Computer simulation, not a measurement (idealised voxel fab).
Proc. module: voxel wiring stack
Square cells of 5 nm make up the cross-section cut, whose width is 260 nm.
When this document writes out a cross-section, it uses a grid of square cells and lists it as bands, beginning at the top and moving down, with a band standing for one or more rows of cells. This entry defines a band. It first specifies the height of the band's top and the height of its bottom in nm, and then specifies the band's materials from left to right, stating each material with its width in nm. The word "all across" identifies a single material that fills the band from edge to edge, while the word "blank" identifies empty space. It should be noted that heights are counted from 0, beneath which the wafer as supplied is of one material throughout, and that the lowest band possesses no lower boundary but continues downward, as written in "0 and below". Note: "30 to 40" means the width goes from the first number (top row of the band) to the second number (bottom row) in equal steps per row of cells. Given "changes: none" for a step, no cell of the cross-section differs between before and after that step. Look at "Closed void register" for the closed voids: empty spaces with no open path to the top, sized 8 cells or up. Each is width x height at distance, distance from the left edge, all nm. Whatever follows a step's settings on its line is a remark the simulator itself makes about that step. A step's line can hold "overlay nm"; with a mask on that step, the setting says how far right of the planned place the mask lay, while a negative setting says it lay to the left.

-- The planned process steps are enumerated hereunder
- 1: op RECEIVE | material Si
- 2: op CONFORMAL_DEP | material SiO2 | thk nm 15
- 3: op CONFORMAL_DEP | material SiCN | thk nm 5
- 4: op DIRECTIONAL_DEP | material lowk | thk nm 15
- 5: op DIRECTIONAL_DEP | material aC | thk nm 10
- 6: op PATTERN | tone open | mask id METAL_1 | material resist | width nm 20 | pitch nm 40 | thk nm 25 | overlay nm 0
- 7: op DIRECTIONAL_ETCH | etch materials aC | depth nm 10
- 8: op STRIP | etch materials resist
- 9: op DIRECTIONAL_ETCH | etch materials lowk | depth nm 15
- 10: op DIRECTIONAL_ETCH | etch materials SiCN | depth nm 5
- 11: op STRIP | etch materials aC
- 12: op CONFORMAL_DEP | material TiN | thk nm 5
- 13: op FILL_DEP | material Cu | thk nm 5
- 14: op CMP | height nm 35
- 15: op EPI | material Ru | thk nm 5
- 16: op FILL_DEP | material SiCN | thk nm 5
- 17: op DIRECTIONAL_DEP | material SiO2 | thk nm 15
- 18: op DIRECTIONAL_DEP | material aC | thk nm 15
- 19: op PATTERN | tone open | mask id PLUG_1 | material resist | width nm 15 | pitch nm 40 | thk nm 30 | overlay nm 0
- 20: op DIRECTIONAL_ETCH | etch materials aC | depth nm 15
- 21: op STRIP | etch materials resist
- 22: op DIRECTIONAL_ETCH | etch materials SiO2 | depth nm 15
- 23: op DIRECTIONAL_ETCH | etch materials SiCN | depth nm 5
- 24: op STRIP | etch materials aC
- 25: op EPI | material Ru | thk nm 10
- 26: op EPI | material Ru | thk nm 10
- 27: op CONFORMAL_DEP | material SiCN | thk nm 5
- 28: op DIRECTIONAL_DEP | material lowk | thk nm 20
- 29: op PATTERN | tone open | mask id METAL_2 | material resist | width nm 20 | pitch nm 40 | thk nm 15 | overlay nm 0
- 30: op DIRECTIONAL_ETCH | etch materials lowk | depth nm 20
- 31: op DIRECTIONAL_ETCH | etch materials SiCN | depth nm 5
- 32: op STRIP | etch materials resist
- 33: op CONFORMAL_DEP | material TiN | thk nm 5
- 34: op FILL_DEP | material W | thk nm 5
- 35: op CMP | height nm 85
- 36: op CONFORMAL_DEP | material SiCN | thk nm 5
- 37: op DIRECTIONAL_DEP | material lowk | thk nm 30
- 38: op MASKED_ETCH | tone open | mask id METAL_3 | width nm 20 | pitch nm 40 | etch materials lowk | depth nm 15 | overlay nm 0
- 39: op MASKED_ETCH | tone open | mask id METAL_3_HOLES | width nm 15 | pitch nm 40 | etch materials lowk | depth nm 15 | overlay nm 0
- 40: op MASKED_ETCH | tone open | mask id METAL_3_HOLES | width nm 15 | pitch nm 40 | etch materials SiCN | depth nm 5 | overlay nm 0
- 41: op CONFORMAL_DEP | material TiN | thk nm 5
- 42: op FILL_DEP | material Cu | thk nm 5
- 43: op CMP | height nm 120
- 44: op CONFORMAL_DEP | material SiCN | thk nm 5
- 45: op DIRECTIONAL_DEP | material SiO2 | thk nm 20
- 46: op MASKED_ETCH | tone open | mask id PLUG_3 | width nm 15 | pitch nm 40 | etch materials SiO2 | depth nm 20 | overlay nm 0
- 47: op MASKED_ETCH | tone open | mask id PLUG_3 | width nm 15 | pitch nm 40 | etch materials SiCN | depth nm 5 | overlay nm 0
- 48: op EPI | material Ru | thk nm 10
- 49: op EPI | material Ru | thk nm 10
- 50: op EPI | material Ru | thk nm 5
- 51: op DIRECTIONAL_DEP | material TiN | thk nm 5
- 52: op DIRECTIONAL_DEP | material W | thk nm 25
- 53: op MASKED_ETCH | tone cover | mask id METAL_4 | width nm 15 | pitch nm 40 | etch materials W | depth nm 25 | overlay nm 0
- 54: op MASKED_ETCH | tone cover | mask id METAL_4 | width nm 20 | pitch nm 40 | etch materials TiN | depth nm 5 | overlay nm 0
- 55: op CONFORMAL_DEP | material SiCN | thk nm 5
- 56: op FILL_DEP | material SiO2 | thk nm 5
- 57: op CMP | height nm 175
- 58: op CONFORMAL_DEP | material SiCN | thk nm 5
The value of width nm given for step 53 in the plan refers to the first wafer; the wafers vary in this setting and are alike at the start.

-- First of several wafers, received after step 1, in cross-section
	0 and below  Si all across
	Closed void register: none

-- Table: wafers, a row each; end-of-module cell change per material since receipt, gain (+), loss (-); then closed voids
width nm 15, +42 Cu, +99 Ru, +368 SiCN, +639 SiO2, +126 TiN, +69 W, +529 lowk, Closed void register: none
width nm 20, +42 Cu, +99 Ru, +365 SiCN, +627 SiO2, +126 TiN, +84 W, +529 lowk, Closed void register: none
width nm 25, +42 Cu, +99 Ru, +362 SiCN, +612 SiO2, +129 TiN, +99 W, +529 lowk, Closed void register: none
